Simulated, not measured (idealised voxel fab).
Process module in this document: voxel tone inversion
The figure presents cross-section cut, which has a width of 240 nm and is divided into square cells with an edge length of 5 nm.
Square cells in a grid make up a cross-section in this document, and the grid is given as bands, listed from the top down, each one or more rows of cells. Band: top height; bottom height; in nm. Then, left to right: material with width in nm, for each material. "edge to edge": a single material spanning edge to edge. "air": empty space. Heights are expressed relative to 0, this being the level below which the as-received wafer comprises one material exclusively. The lowest band is unbounded in the downward direction and is denoted as in "from 0 down". Graded width ("30 to 40"): value in top row of band = first number; value in bottom row = second number; row-to-row change constant. Key: "remained unchanged" - step with no changed cell in the cross-section. This entry, "Enclosed void entries", enumerates those empty regions of no fewer than 8 cells that possess no open connection to the top. Each region is reported in the form width x height at distance, the distance being taken from the left edge, with all three quantities expressed in nm. What comes after the settings on a step's line is commentary from the simulator itself on that step. "overlay nm" answers the question of how far to the right of plan the mask lay on a step that has a mask, and when it is negative the answer is to the left. The remainder of this document consists of a sequence of paired cross-sections. Each pair presents the cross-section prior to one process step together with the cross-section following it, the latter being rendered only as deep as the lowest band that underwent change. The intervening step, together with its settings, is stated beneath each pair. Because the pairs may originate from different runs of this module on the same starting wafer, a given pair is to be read as continuing from the preceding pair only where its entry headed "Cross-section, before" so indicates.
CROSS-SECTION, BEFORE
- from 0 down  Si edge to edge
- Enclosed void entries: none
CUT VIEW, POST-STEP
- from 10 to 0  SiN edge to edge
- Below 0 it's all the same as before, nothing changed down there.
- Enclosed void entries: none
For reference, the processing step occurring between the two cross-sections presented above is as follows: CONFORMAL_DEP: material SiN, thk nm 10
Cross-section, before: taken from the pair above, after panel.
CUT VIEW, POST-STEP
- from 25 to 10  aC edge to edge
- Below 10 it's all the same as before, nothing changed down there.
- Enclosed void entries: none
For reference, the processing step occurring between the two cross-sections presented above is as follows: DIRECTIONAL_DEP: material aC, thk nm 15
Cross-section, before: taken from the pair above, after panel.
CUT VIEW, POST-STEP
- from 50 to 25  65 air, then 25 resist, then 15 air, then 25 resist, then 15 air, then 25 resist, then 70 air
- Below 25 it's all the same as before, nothing changed down there.
- Enclosed void entries: none
For reference, the processing step occurring between the two cross-sections presented above is as follows: PATTERN: tone cover, mask id POSTS, material resist, width nm 25, pitch nm 40, thk nm 25, overlay nm 0
Cross-section, before: taken from the pair above, after panel.
CUT VIEW, POST-STEP
- from 35 to 25  65 air, then 25 resist, then 15 air, then 25 resist, then 15 air, then 25 resist, then 70 air
- from 25 to 10  65 air, then 25 aC, then 15 air, then 25 aC, then 15 air, then 25 aC, then 70 air
- Below 10 it's all the same as before, nothing changed down there.
- Enclosed void entries: none
For reference, the processing step occurring between the two cross-sections presented above is as follows: DIRECTIONAL_ETCH: etch materials aC, depth nm 15
Cross-section, before: taken from the pair above, after panel.
CUT VIEW, POST-STEP
- from 25 to 10  65 air, then 25 aC, then 15 air, then 25 aC, then 15 air, then 25 aC, then 70 air
- Below 10 it's all the same as before, nothing changed down there.
- Enclosed void entries: none
For reference, the processing step occurring between the two cross-sections presented above is as follows: STRIP: etch materials resist
Cross-section, before: taken from the pair above, after panel.
CUT VIEW, POST-STEP
- from 30 to 25  lowk edge to edge
- from 25 to 10  65 lowk, then 25 aC, then 15 lowk, then 25 aC, then 15 lowk, then 25 aC, then 70 lowk
- Below 10 it's all the same as before, nothing changed down there.
- Enclosed void entries: none
For reference, the processing step occurring between the two cross-sections presented above is as follows: FILL_DEP: material lowk, thk nm 5
Cross-section, before: taken from the pair above, after panel.
CUT VIEW, POST-STEP
- from 25 to 10  65 lowk, then 25 aC, then 15 lowk, then 25 aC, then 15 lowk, then 25 aC, then 70 lowk
- Below 10 it's all the same as before, nothing changed down there.
- Enclosed void entries: none
For reference, the processing step occurring between the two cross-sections presented above is as follows: CMP: height nm 25
Cross-section, before: taken from the pair above, after panel.
CUT VIEW, POST-STEP
- from 25 to 10  65 lowk, then 25 air, then 15 lowk, then 25 air, then 15 lowk, then 25 air, then 70 lowk
- Below 10 it's all the same as before, nothing changed down there.
- Enclosed void entries: none
For reference, the processing step occurring between the two cross-sections presented above is as follows: STRIP: etch materials aC
Cross-section, before: taken from the pair above, after panel.
CUT VIEW, POST-STEP
- from 30 to 25  70 TiN, then 15 air, then 25 TiN, then 15 air, then 25 TiN, then 15 air, then 75 TiN
- from 25 to 15  65 lowk, then 5 TiN, then 15 air, then 5 TiN, then 15 lowk, then 5 TiN, then 15 air, then 5 TiN, then 15 lowk, then 5 TiN, then 15 air, then 5 TiN, then 70 lowk
- from 15 to 10  65 lowk, then 25 TiN, then 15 lowk, then 25 TiN, then 15 lowk, then 25 TiN, then 70 lowk
- Below 10 it's all the same as before, nothing changed down there.
- Enclosed void entries: none
For reference, the processing step occurring between the two cross-sections presented above is as follows: CONFORMAL_DEP: material TiN, thk nm 5
Cross-section, before: taken from the pair above, after panel.
CUT VIEW, POST-STEP
- from 35 to 30  Cu edge to edge
- from 30 to 25  70 TiN, then 15 Cu, then 25 TiN, then 15 Cu, then 25 TiN, then 15 Cu, then 75 TiN
- from 25 to 15  65 lowk, then 5 TiN, then 15 Cu, then 5 TiN, then 15 lowk, then 5 TiN, then 15 Cu, then 5 TiN, then 15 lowk, then 5 TiN, then 15 Cu, then 5 TiN, then 70 lowk
- Below 15 it's all the same as before, nothing changed down there.
- Enclosed void entries: none
For reference, the processing step occurring between the two cross-sections presented above is as follows: FILL_DEP: material Cu, thk nm 5
Cross-section, before: taken from the pair above, after panel.
CUT VIEW, POST-STEP
- from 25 to 15  65 lowk, then 5 TiN, then 15 Cu, then 5 TiN, then 15 lowk, then 5 TiN, then 15 Cu, then 5 TiN, then 15 lowk, then 5 TiN, then 15 Cu, then 5 TiN, then 70 lowk
- Below 15 it's all the same as before, nothing changed down there.
- Enclosed void entries: none
For reference, the processing step occurring between the two cross-sections presented above is as follows: CMP: height nm 25
Cross-section, before: taken from the pair above, after panel.
CUT VIEW, POST-STEP
- from 30 to 25  SiN edge to edge
- Below 25 it's all the same as before, nothing changed down there.
- Enclosed void entries: none
For reference, the processing step occurring between the two cross-sections presented above is as follows: CONFORMAL_DEP: material SiN, thk nm 5
CROSS-SECTION, BEFORE
- from 30 to 25  lowk edge to edge
- from 25 to 10  65 lowk, then 25 aC, then 15 lowk, then 25 aC, then 15 lowk, then 25 aC, then 70 lowk
- from 10 to 0  SiN edge to edge
- from 0 down  Si edge to edge
- Enclosed void entries: none
CUT VIEW, POST-STEP
- from 35 to 25  lowk edge to edge
- Below 25 it's all the same as before, nothing changed down there.
- Enclosed void entries: none
For reference, the processing step occurring between the two cross-sections presented above is as follows: FILL_DEP: material lowk, thk nm 5
Cross-section, before: taken from the pair above, after panel.
CUT VIEW, POST-STEP
- from 25 to 10  65 lowk, then 25 aC, then 15 lowk, then 25 aC, then 15 lowk, then 25 aC, then 70 lowk
- Below 10 it's all the same as before, nothing changed down there.
- Enclosed void entries: none
For reference, the processing step occurring between the two cross-sections presented above is as follows: CMP: height nm 25
CROSS-SECTION, BEFORE
- from 0 down  Si edge to edge
- Enclosed void entries: none
CUT VIEW, POST-STEP
- from 15 to 0  aC edge to edge
- Below 0 it's all the same as before, nothing changed down there.
- Enclosed void entries: none
For reference, the processing step occurring between the two cross-sections presented above is as follows: DIRECTIONAL_DEP: material aC, thk nm 15
Cross-section, before: taken from the pair above, after panel.
CUT VIEW, POST-STEP
- from 25 to 15  SiN edge to edge
- Below 15 it's all the same as before, nothing changed down there.
- Enclosed void entries: none
For reference, the processing step occurring between the two cross-sections presented above is as follows: CONFORMAL_DEP: material SiN, thk nm 10
Cross-section, before: taken from the pair above, after panel.
CUT VIEW, POST-STEP
- from 50 to 25  65 air, then 25 resist, then 15 air, then 25 resist, then 15 air, then 25 resist, then 70 air
- Below 25 it's all the same as before, nothing changed down there.
- Enclosed void entries: none
For reference, the processing step occurring between the two cross-sections presented above is as follows: PATTERN: tone cover, mask id POSTS, material resist, width nm 25, pitch nm 40, thk nm 25, overlay nm 0
Cross-section, before: taken from the pair above, after panel.
CUT VIEW, POST-STEP
- from 35 to 25  65 air, then 25 resist, then 15 air, then 25 resist, then 15 air, then 25 resist, then 70 air
- Below 25 it's all the same as before, nothing changed down there.
- Enclosed void entries: none
For reference, the processing step occurring between the two cross-sections presented above is as follows: DIRECTIONAL_ETCH: etch materials aC, depth nm 15
Cross-section, before: taken from the pair above, after panel.
CUT VIEW, POST-STEP
- from 25 to 15  SiN edge to edge
- Below 15 it's all the same as before, nothing changed down there.
- Enclosed void entries: none
For reference, the processing step occurring between the two cross-sections presented above is as follows: STRIP: etch materials resist
Cross-section, before: taken from the pair above, after panel.
CUT VIEW, POST-STEP
- from 30 to 25  lowk edge to edge
- Below 25 it's all the same as before, nothing changed down there.
- Enclosed void entries: none
For reference, the processing step occurring between the two cross-sections presented above is as follows: FILL_DEP: material lowk, thk nm 5
Cross-section, before: taken from the pair above, after panel.
CUT VIEW, POST-STEP
- from 25 to 15  SiN edge to edge
- Below 15 it's all the same as before, nothing changed down there.
- Enclosed void entries: none
For reference, the processing step occurring between the two cross-sections presented above is as follows: CMP: height nm 25
Cross-section, before: taken from the pair above, after panel.
CUT VIEW, POST-STEP
- from 30 to 25  TiN edge to edge
- Below 25 it's all the same as before, nothing changed down there.
- Enclosed void entries: none
For reference, the processing step occurring between the two cross-sections presented above is as follows: CONFORMAL_DEP: material TiN, thk nm 5
Cross-section, before: taken from the pair above, after panel.
CUT VIEW, POST-STEP
- from 35 to 30  Cu edge to edge
- Below 30 it's all the same as before, nothing changed down there.
- Enclosed void entries: none
For reference, the processing step occurring between the two cross-sections presented above is as follows: FILL_DEP: material Cu, thk nm 5
Cross-section, before: taken from the pair above, after panel.
CUT VIEW, POST-STEP
- from 25 to 15  SiN edge to edge
- Below 15 it's all the same as before, nothing changed down there.
- Enclosed void entries: none
For reference, the processing step occurring between the two cross-sections presented above is as follows: CMP: height nm 25
Cross-section, before: taken from the pair above, after panel.
CUT VIEW, POST-STEP
- from 30 to 15  SiN edge to edge
- Below 15 it's all the same as before, nothing changed down there.
- Enclosed void entries: none
For reference, the processing step occurring between the two cross-sections presented above is as follows: CONFORMAL_DEP: material SiN, thk nm 5
CROSS-SECTION, BEFORE
- from 35 to 30  Cu edge to edge
- from 30 to 25  70 TiN, then 15 Cu, then 25 TiN, then 15 Cu, then 25 TiN, then 15 Cu, then 75 TiN
- from 25 to 15  65 lowk, then 5 TiN, then 15 Cu, then 5 TiN, then 15 lowk, then 5 TiN, then 15 Cu, then 5 TiN, then 15 lowk, then 5 TiN, then 15 Cu, then 5 TiN, then 70 lowk
- from 15 to 10  65 lowk, then 25 TiN, then 15 lowk, then 25 TiN, then 15 lowk, then 25 TiN, then 70 lowk
- from 10 to 0  SiN edge to edge
- from 0 down  Si edge to edge
- Enclosed void entries: none
CUT VIEW, POST-STEP
- from 30 to 25  70 TiN, then 15 Cu, then 25 TiN, then 15 Cu, then 25 TiN, then 15 Cu, then 75 TiN
- Below 25 it's all the same as before, nothing changed down there.
- Enclosed void entries: none
For reference, the processing step occurring between the two cross-sections presented above is as follows: CMP: height nm 30
Cross-section, before: taken from the pair above, after panel.
CUT VIEW, POST-STEP
- from 35 to 30  SiN edge to edge
- Below 30 it's all the same as before, nothing changed down there.
- Enclosed void entries: none
For reference, the processing step occurring between the two cross-sections presented above is as follows: CONFORMAL_DEP: material SiN, thk nm 5
CROSS-SECTION, BEFORE
- from 25 to 10  aC edge to edge
- from 10 to 0  SiN edge to edge
- from 0 down  Si edge to edge
- Enclosed void entries: none
CUT VIEW, POST-STEP
- from 50 to 25  70 air, then 20 resist, then 20 air, then 20 resist, then 20 air, then 20 resist, then 70 air
- Below 25 it's all the same as before, nothing changed down there.
- Enclosed void entries: none
For reference, the processing step occurring between the two cross-sections presented above is as follows: PATTERN: tone cover, mask id POSTS, material resist, width nm 20, pitch nm 40, thk nm 25, overlay nm 0
Cross-section, before: taken from the pair above, after panel.
CUT VIEW, POST-STEP
- from 35 to 25  70 air, then 20 resist, then 20 air, then 20 resist, then 20 air, then 20 resist, then 70 air
- from 25 to 10  70 air, then 20 aC, then 20 air, then 20 aC, then 20 air, then 20 aC, then 70 air
- Below 10 it's all the same as before, nothing changed down there.
- Enclosed void entries: none
For reference, the processing step occurring between the two cross-sections presented above is as follows: DIRECTIONAL_ETCH: etch materials aC, depth nm 15
Cross-section, before: taken from the pair above, after panel.
CUT VIEW, POST-STEP
- from 25 to 10  70 air, then 20 aC, then 20 air, then 20 aC, then 20 air, then 20 aC, then 70 air
- Below 10 it's all the same as before, nothing changed down there.
- Enclosed void entries: none
For reference, the processing step occurring between the two cross-sections presented above is as follows: STRIP: etch materials resist
Cross-section, before: taken from the pair above, after panel.
CUT VIEW, POST-STEP
- from 30 to 25  lowk edge to edge
- from 25 to 10  70 lowk, then 20 aC, then 20 lowk, then 20 aC, then 20 lowk, then 20 aC, then 70 lowk
- Below 10 it's all the same as before, nothing changed down there.
- Enclosed void entries: none
For reference, the processing step occurring between the two cross-sections presented above is as follows: FILL_DEP: material lowk, thk nm 5
Cross-section, before: taken from the pair above, after panel.
CUT VIEW, POST-STEP
- from 25 to 10  70 lowk, then 20 aC, then 20 lowk, then 20 aC, then 20 lowk, then 20 aC, then 70 lowk
- Below 10 it's all the same as before, nothing changed down there.
- Enclosed void entries: none
For reference, the processing step occurring between the two cross-sections presented above is as follows: CMP: height nm 25
Cross-section, before: taken from the pair above, after panel.
CUT VIEW, POST-STEP
- from 25 to 10  70 lowk, then 20 air, then 20 lowk, then 20 air, then 20 lowk, then 20 air, then 70 lowk
- Below 10 it's all the same as before, nothing changed down there.
- Enclosed void entries: none
For reference, the processing step occurring between the two cross-sections presented above is as follows: STRIP: etch materials aC
Cross-section, before: taken from the pair above, after panel.
CUT VIEW, POST-STEP
- from 30 to 25  75 TiN, then 10 air, then 30 TiN, then 10 air, then 30 TiN, then 10 air, then 75 TiN
- from 25 to 15  70 lowk, then 5 TiN, then 10 air, then 5 TiN, then 20 lowk, then 5 TiN, then 10 air, then 5 TiN, then 20 lowk, then 5 TiN, then 10 air, then 5 TiN, then 70 lowk
- from 15 to 10  70 lowk, then 20 TiN, then 20 lowk, then 20 TiN, then 20 lowk, then 20 TiN, then 70 lowk
- Below 10 it's all the same as before, nothing changed down there.
- Enclosed void entries: none
For reference, the processing step occurring between the two cross-sections presented above is as follows: CONFORMAL_DEP: material TiN, thk nm 5
Cross-section, before: taken from the pair above, after panel.
CUT VIEW, POST-STEP
- from 35 to 30  Cu edge to edge
- from 30 to 25  75 TiN, then 10 Cu, then 30 TiN, then 10 Cu, then 30 TiN, then 10 Cu, then 75 TiN
- from 25 to 15  70 lowk, then 5 TiN, then 10 Cu, then 5 TiN, then 20 lowk, then 5 TiN, then 10 Cu, then 5 TiN, then 20 lowk, then 5 TiN, then 10 Cu, then 5 TiN, then 70 lowk
- Below 15 it's all the same as before, nothing changed down there.
- Enclosed void entries: none
For reference, the processing step occurring between the two cross-sections presented above is as follows: FILL_DEP: material Cu, thk nm 5
Cross-section, before: taken from the pair above, after panel.
CUT VIEW, POST-STEP
- from 25 to 15  70 lowk, then 5 TiN, then 10 Cu, then 5 TiN, then 20 lowk, then 5 TiN, then 10 Cu, then 5 TiN, then 20 lowk, then 5 TiN, then 10 Cu, then 5 TiN, then 70 lowk
- Below 15 it's all the same as before, nothing changed down there.
- Enclosed void entries: none
For reference, the processing step occurring between the two cross-sections presented above is as follows: CMP: height nm 25
Cross-section, before: taken from the pair above, after panel.
CUT VIEW, POST-STEP
- from 30 to 25  SiN edge to edge
- Below 25 it's all the same as before, nothing changed down there.
- Enclosed void entries: none
For reference, the processing step occurring between the two cross-sections presented above is as follows: CONFORMAL_DEP: material SiN, thk nm 5
CROSS-SECTION, BEFORE
- from 25 to 10  aC edge to edge
- from 10 to 0  SiN edge to edge
- from 0 down  Si edge to edge
- Enclosed void entries: none
CUT VIEW, POST-STEP
- from 50 to 25  60 air, then 25 resist, then 15 air, then 25 resist, then 15 air, then 25 resist, then 75 air
- Below 25 it's all the same as before, nothing changed down there.
- Enclosed void entries: none
For reference, the processing step occurring between the two cross-sections presented above is as follows: PATTERN: tone cover, mask id POSTS, material resist, width nm 25, pitch nm 40, thk nm 25, overlay nm -5
Cross-section, before: taken from the pair above, after panel.
CUT VIEW, POST-STEP
- from 35 to 25  60 air, then 25 resist, then 15 air, then 25 resist, then 15 air, then 25 resist, then 75 air
- from 25 to 10  60 air, then 25 aC, then 15 air, then 25 aC, then 15 air, then 25 aC, then 75 air
- Below 10 it's all the same as before, nothing changed down there.
- Enclosed void entries: none
For reference, the processing step occurring between the two cross-sections presented above is as follows: DIRECTIONAL_ETCH: etch materials aC, depth nm 15
Cross-section, before: taken from the pair above, after panel.
CUT VIEW, POST-STEP
- from 25 to 10  60 air, then 25 aC, then 15 air, then 25 aC, then 15 air, then 25 aC, then 75 air
- Below 10 it's all the same as before, nothing changed down there.
- Enclosed void entries: none
For reference, the processing step occurring between the two cross-sections presented above is as follows: STRIP: etch materials resist
Cross-section, before: taken from the pair above, after panel.
CUT VIEW, POST-STEP
- from 30 to 25  lowk edge to edge
- from 25 to 10  60 lowk, then 25 aC, then 15 lowk, then 25 aC, then 15 lowk, then 25 aC, then 75 lowk
- Below 10 it's all the same as before, nothing changed down there.
- Enclosed void entries: none
For reference, the processing step occurring between the two cross-sections presented above is as follows: FILL_DEP: material lowk, thk nm 5
Cross-section, before: taken from the pair above, after panel.
CUT VIEW, POST-STEP
- from 25 to 10  60 lowk, then 25 aC, then 15 lowk, then 25 aC, then 15 lowk, then 25 aC, then 75 lowk
- Below 10 it's all the same as before, nothing changed down there.
- Enclosed void entries: none
For reference, the processing step occurring between the two cross-sections presented above is as follows: CMP: height nm 25
Cross-section, before: taken from the pair above, after panel.
CUT VIEW, POST-STEP
- from 25 to 10  60 lowk, then 25 air, then 15 lowk, then 25 air, then 15 lowk, then 25 air, then 75 lowk
- Below 10 it's all the same as before, nothing changed down there.
- Enclosed void entries: none
For reference, the processing step occurring between the two cross-sections presented above is as follows: STRIP: etch materials aC
Cross-section, before: taken from the pair above, after panel.
CUT VIEW, POST-STEP
- from 30 to 25  65 TiN, then 15 air, then 25 TiN, then 15 air, then 25 TiN, then 15 air, then 80 TiN
- from 25 to 15  60 lowk, then 5 TiN, then 15 air, then 5 TiN, then 15 lowk, then 5 TiN, then 15 air, then 5 TiN, then 15 lowk, then 5 TiN, then 15 air, then 5 TiN, then 75 lowk
- from 15 to 10  60 lowk, then 25 TiN, then 15 lowk, then 25 TiN, then 15 lowk, then 25 TiN, then 75 lowk
- Below 10 it's all the same as before, nothing changed down there.
- Enclosed void entries: none
For reference, the processing step occurring between the two cross-sections presented above is as follows: CONFORMAL_DEP: material TiN, thk nm 5
Cross-section, before: taken from the pair above, after panel.
CUT VIEW, POST-STEP
- from 35 to 30  Cu edge to edge
- from 30 to 25  65 TiN, then 15 Cu, then 25 TiN, then 15 Cu, then 25 TiN, then 15 Cu, then 80 TiN
- from 25 to 15  60 lowk, then 5 TiN, then 15 Cu, then 5 TiN, then 15 lowk, then 5 TiN, then 15 Cu, then 5 TiN, then 15 lowk, then 5 TiN, then 15 Cu, then 5 TiN, then 75 lowk
- Below 15 it's all the same as before, nothing changed down there.
- Enclosed void entries: none
For reference, the processing step occurring between the two cross-sections presented above is as follows: FILL_DEP: material Cu, thk nm 5
Cross-section, before: taken from the pair above, after panel.
CUT VIEW, POST-STEP
- from 25 to 15  60 lowk, then 5 TiN, then 15 Cu, then 5 TiN, then 15 lowk, then 5 TiN, then 15 Cu, then 5 TiN, then 15 lowk, then 5 TiN, then 15 Cu, then 5 TiN, then 75 lowk
- Below 15 it's all the same as before, nothing changed down there.
- Enclosed void entries: none
For reference, the processing step occurring between the two cross-sections presented above is as follows: CMP: height nm 25
Cross-section, before: taken from the pair above, after panel.
CUT VIEW, POST-STEP
- from 30 to 25  SiN edge to edge
- Below 25 it's all the same as before, nothing changed down there.
- Enclosed void entries: none
For reference, the processing step occurring between the two cross-sections presented above is as follows: CONFORMAL_DEP: material SiN, thk nm 5
CROSS-SECTION, BEFORE
- from 30 to 25  70 TiN, then 15 air, then 25 TiN, then 15 air, then 25 TiN, then 15 air, then 75 TiN
- from 25 to 15  65 lowk, then 5 TiN, then 15 air, then 5 TiN, then 15 lowk, then 5 TiN, then 15 air, then 5 TiN, then 15 lowk, then 5 TiN, then 15 air, then 5 TiN, then 70 lowk
- from 15 to 10  65 lowk, then 25 TiN, then 15 lowk, then 25 TiN, then 15 lowk, then 25 TiN, then 70 lowk
- from 10 to 0  SiN edge to edge
- from 0 down  Si edge to edge
- Enclosed void entries: none
CUT VIEW, POST-STEP
- from 35 to 30  SiN edge to edge
- from 30 to 25  70 TiN, then 15 SiN, then 25 TiN, then 15 SiN, then 25 TiN, then 15 SiN, then 75 TiN
- from 25 to 15  65 lowk, then 5 TiN, then 15 SiN, then 5 TiN, then 15 lowk, then 5 TiN, then 15 SiN, then 5 TiN, then 15 lowk, then 5 TiN, then 15 SiN, then 5 TiN, then 70 lowk
- Below 15 it's all the same as before, nothing changed down there.
- Enclosed void entries: none
For reference, the processing step occurring between the two cross-sections presented above is as follows: FILL_DEP: material SiN, thk nm 5
Cross-section, before: taken from the pair above, after panel.
CUT VIEW, POST-STEP
- from 25 to 15  65 lowk, then 5 TiN, then 15 SiN, then 5 TiN, then 15 lowk, then 5 TiN, then 15 SiN, then 5 TiN, then 15 lowk, then 5 TiN, then 15 SiN, then 5 TiN, then 70 lowk
- Below 15 it's all the same as before, nothing changed down there.
- Enclosed void entries: none
For reference, the processing step occurring between the two cross-sections presented above is as follows: CMP: height nm 25
Cross-section, before: taken from the pair above, after panel.
CUT VIEW, POST-STEP
- from 30 to 25  SiN edge to edge
- Below 25 it's all the same as before, nothing changed down there.
- Enclosed void entries: none
For reference, the processing step occurring between the two cross-sections presented above is as follows: CONFORMAL_DEP: material SiN, thk nm 5
CROSS-SECTION, BEFORE
- from 25 to 10  aC edge to edge
- from 10 to 0  SiN edge to edge
- from 0 down  Si edge to edge
- Enclosed void entries: none
CUT VIEW, POST-STEP
- from 50 to 25  65 resist, then 25 air, then 15 resist, then 25 air, then 15 resist, then 25 air, then 70 resist
- Below 25 it's all the same as before, nothing changed down there.
- Enclosed void entries: none
For reference, the processing step occurring between the two cross-sections presented above is as follows: PATTERN: tone open, mask id POSTS, material resist, width nm 25, pitch nm 40, thk nm 25, overlay nm 0
Cross-section, before: taken from the pair above, after panel.
CUT VIEW, POST-STEP
- from 35 to 25  65 resist, then 25 air, then 15 resist, then 25 air, then 15 resist, then 25 air, then 70 resist
- from 25 to 10  65 aC, then 25 air, then 15 aC, then 25 air, then 15 aC, then 25 air, then 70 aC
- Below 10 it's all the same as before, nothing changed down there.
- Enclosed void entries: none
For reference, the processing step occurring between the two cross-sections presented above is as follows: DIRECTIONAL_ETCH: etch materials aC, depth nm 15
Cross-section, before: taken from the pair above, after panel.
CUT VIEW, POST-STEP
- from 25 to 10  65 aC, then 25 air, then 15 aC, then 25 air, then 15 aC, then 25 air, then 70 aC
- Below 10 it's all the same as before, nothing changed down there.
- Enclosed void entries: none
For reference, the processing step occurring between the two cross-sections presented above is as follows: STRIP: etch materials resist
Cross-section, before: taken from the pair above, after panel.
CUT VIEW, POST-STEP
- from 30 to 25  lowk edge to edge
- from 25 to 10  65 aC, then 25 lowk, then 15 aC, then 25 lowk, then 15 aC, then 25 lowk, then 70 aC
- Below 10 it's all the same as before, nothing changed down there.
- Enclosed void entries: none
For reference, the processing step occurring between the two cross-sections presented above is as follows: FILL_DEP: material lowk, thk nm 5
Cross-section, before: taken from the pair above, after panel.
CUT VIEW, POST-STEP
- from 25 to 10  65 aC, then 25 lowk, then 15 aC, then 25 lowk, then 15 aC, then 25 lowk, then 70 aC
- Below 10 it's all the same as before, nothing changed down there.
- Enclosed void entries: none
For reference, the processing step occurring between the two cross-sections presented above is as follows: CMP: height nm 25
Cross-section, before: taken from the pair above, after panel.
CUT VIEW, POST-STEP
- from 25 to 10  65 air, then 25 lowk, then 15 air, then 25 lowk, then 15 air, then 25 lowk, then 70 air
- Below 10 it's all the same as before, nothing changed down there.
- Enclosed void entries: none
For reference, the processing step occurring between the two cross-sections presented above is as follows: STRIP: etch materials aC
Cross-section, before: taken from the pair above, after panel.
CUT VIEW, POST-STEP
- from 30 to 25  60 air, then 35 TiN, then 5 air, then 35 TiN, then 5 air, then 35 TiN, then 65 air
- from 25 to 15  60 air, then 5 TiN, then 25 lowk, then 5 TiN, then 5 air, then 5 TiN, then 25 lowk, then 5 TiN, then 5 air, then 5 TiN, then 25 lowk, then 5 TiN, then 65 air
- from 15 to 10  65 TiN, then 25 lowk, then 15 TiN, then 25 lowk, then 15 TiN, then 25 lowk, then 70 TiN
- Below 10 it's all the same as before, nothing changed down there.
- Enclosed void entries: none
For reference, the processing step occurring between the two cross-sections presented above is as follows: CONFORMAL_DEP: material TiN, thk nm 5
Cross-section, before: taken from the pair above, after panel.
CUT VIEW, POST-STEP
- from 35 to 30  Cu edge to edge
- from 30 to 25  60 Cu, then 35 TiN, then 5 Cu, then 35 TiN, then 5 Cu, then 35 TiN, then 65 Cu
- from 25 to 15  60 Cu, then 5 TiN, then 25 lowk, then 5 TiN, then 5 Cu, then 5 TiN, then 25 lowk, then 5 TiN, then 5 Cu, then 5 TiN, then 25 lowk, then 5 TiN, then 65 Cu
- Below 15 it's all the same as before, nothing changed down there.
- Enclosed void entries: none
For reference, the processing step occurring between the two cross-sections presented above is as follows: FILL_DEP: material Cu, thk nm 5
Cross-section, before: taken from the pair above, after panel.
CUT VIEW, POST-STEP
- from 25 to 15  60 Cu, then 5 TiN, then 25 lowk, then 5 TiN, then 5 Cu, then 5 TiN, then 25 lowk, then 5 TiN, then 5 Cu, then 5 TiN, then 25 lowk, then 5 TiN, then 65 Cu
- Below 15 it's all the same as before, nothing changed down there.
- Enclosed void entries: none
For reference, the processing step occurring between the two cross-sections presented above is as follows: CMP: height nm 25
Cross-section, before: taken from the pair above, after panel.
CUT VIEW, POST-STEP
- from 30 to 25  SiN edge to edge
- Below 25 it's all the same as before, nothing changed down there.
- Enclosed void entries: none
For reference, the processing step occurring between the two cross-sections presented above is as follows: CONFORMAL_DEP: material SiN, thk nm 5
